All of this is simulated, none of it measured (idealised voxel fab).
Process module name: voxel self aligned vias
Displayed cross-section: cut, width of 245 nm, square cells sized 5 nm.
Throughout this document, each cross-section is represented as a grid of square cells and is presented as a sequence of bands enumerated from the top downward, where a band comprises one or more rows of cells. Read a band's entry like this: the first values are the height of its top and the height of its bottom in nm, and what follows is the sequence of materials from left to right, each with its width in nm. Note that "blank" is empty space, and that a single material marked "throughout" reaches across the band from edge to edge. For the purposes of this specification, 0 denotes the height below which the wafer in its as-received condition is composed wholly of one material, and the lowermost band, lacking a lower limit, extends downward without end, as expressed in "top 0, no bottom". Width: "30 to 40" (first number = top row, second number = bottom row, same change from row to row of cells). "remains unaltered" after a step means that no cell of the cross-section changed. Empty spaces counting at least 8 cells and having no open way to the top are listed in "Fully closed voids". The notation width x height at distance is used for each, the distance being from the left edge and all three values in nm. Read whatever lies past the settings on a step's line as the simulator's own remark about the step. When a step includes a mask, the "overlay nm" setting on its line states how far to the right of its planned place that mask lay, and negative values state how far to the left.
## Here's what the planned process steps look like
step 1: RECEIVE [material Si]
step 2: CONFORMAL_DEP [material SiO2] [thk nm 15]
step 3: CONFORMAL_DEP [material SiCN] [thk nm 5]
step 4: DIRECTIONAL_DEP [material lowk] [thk nm 25]
step 5: DIRECTIONAL_DEP [material aC] [thk nm 15]
step 6: PATTERN [tone open] [mask id LINES] [material resist] [width nm 20] [pitch nm 70] [thk nm 30] [overlay nm 0]
step 7: DIRECTIONAL_ETCH [etch materials aC] [depth nm 15]
step 8: STRIP [etch materials resist]
step 9: DIRECTIONAL_ETCH [etch materials lowk] [depth nm 25]
step 10: STRIP [etch materials aC]
step 11: CONFORMAL_DEP [material TiN] [thk nm 5]
step 12: FILL_DEP [material W] [thk nm 10]
step 13: CMP [height nm 45]
step 14: SELECTIVE_ETCH [etch materials W Ru TiN] [depth nm 10]
step 15: FILL_DEP [material SiN] [thk nm 5]
step 16: CMP [height nm 45]
step 17: DIRECTIONAL_DEP [material lowk] [thk nm 20]
step 18: DIRECTIONAL_DEP [material aC] [thk nm 15]
step 19: PATTERN [tone open] [mask id VIAS] [material resist] [width nm 40] [pitch nm 70] [thk nm 35] [overlay nm 0]
step 20: DIRECTIONAL_ETCH [etch materials aC] [depth nm 15]
step 21: STRIP [etch materials resist]
step 22: DIRECTIONAL_ETCH [etch materials lowk] [depth nm 20]
step 23: DIRECTIONAL_ETCH [etch materials SiN] [depth nm 10]
step 24: STRIP [etch materials aC]
step 25: CONFORMAL_DEP [material TiN] [thk nm 5]
step 26: FILL_DEP [material Cu] [thk nm 5]
step 27: CMP [height nm 65]
step 28: CONFORMAL_DEP [material SiCN] [thk nm 5]
## Step 1 complete: cross-section of the wafer as received
	top 0, no bottom: Si throughout
	Fully closed voids: none
## Final cross-section, module run with one mistake (start and plan as above)
	top 70, bottom 65: SiCN throughout
	top 65, bottom 50: 30 of lowk, 5 of TiN, 30 of Cu, 5 of TiN, 30 of lowk, 5 of TiN, 30 of Cu, 5 of TiN, 30 of lowk, 5 of TiN, 30 of Cu, 5 of TiN, 35 of lowk
	top 50, bottom 40: 30 to 35 of lowk, 10 to 5 of TiN, 10 of Cu, 20 to 5 of TiN, 30 to 50 of lowk, 10 to 5 of TiN, 10 of Cu, 20 to 5 of TiN, 30 to 50 of lowk, 10 to 5 of TiN, 10 of Cu, 20 to 5 of TiN, 35 to 50 of lowk
	top 40, bottom 35: 35 of lowk, 20 of TiN, 50 of lowk, 20 of TiN, 50 of lowk, 20 of TiN, 50 of lowk
	top 35, bottom 25: 35 of lowk, 5 of TiN, 10 of W, 5 of TiN, 50 of lowk, 5 of TiN, 10 of W, 5 of TiN, 50 of lowk, 5 of TiN, 10 of W, 5 of TiN, 50 of lowk
	top 25, bottom 20: 35 of lowk, 20 of TiN, 50 of lowk, 20 of TiN, 50 of lowk, 20 of TiN, 50 of lowk
	top 20, bottom 15: SiCN throughout
	top 15, bottom 0: SiO2 throughout
	top 0, no bottom: Si throughout
	Fully closed voids: none
Here's what went sideways: step 6, actual vs plan mismatch, actual run PATTERN [tone open] [mask id LINES] [material resist] [width nm 20] [pitch nm 70] [thk nm 30] [overlay nm -5]
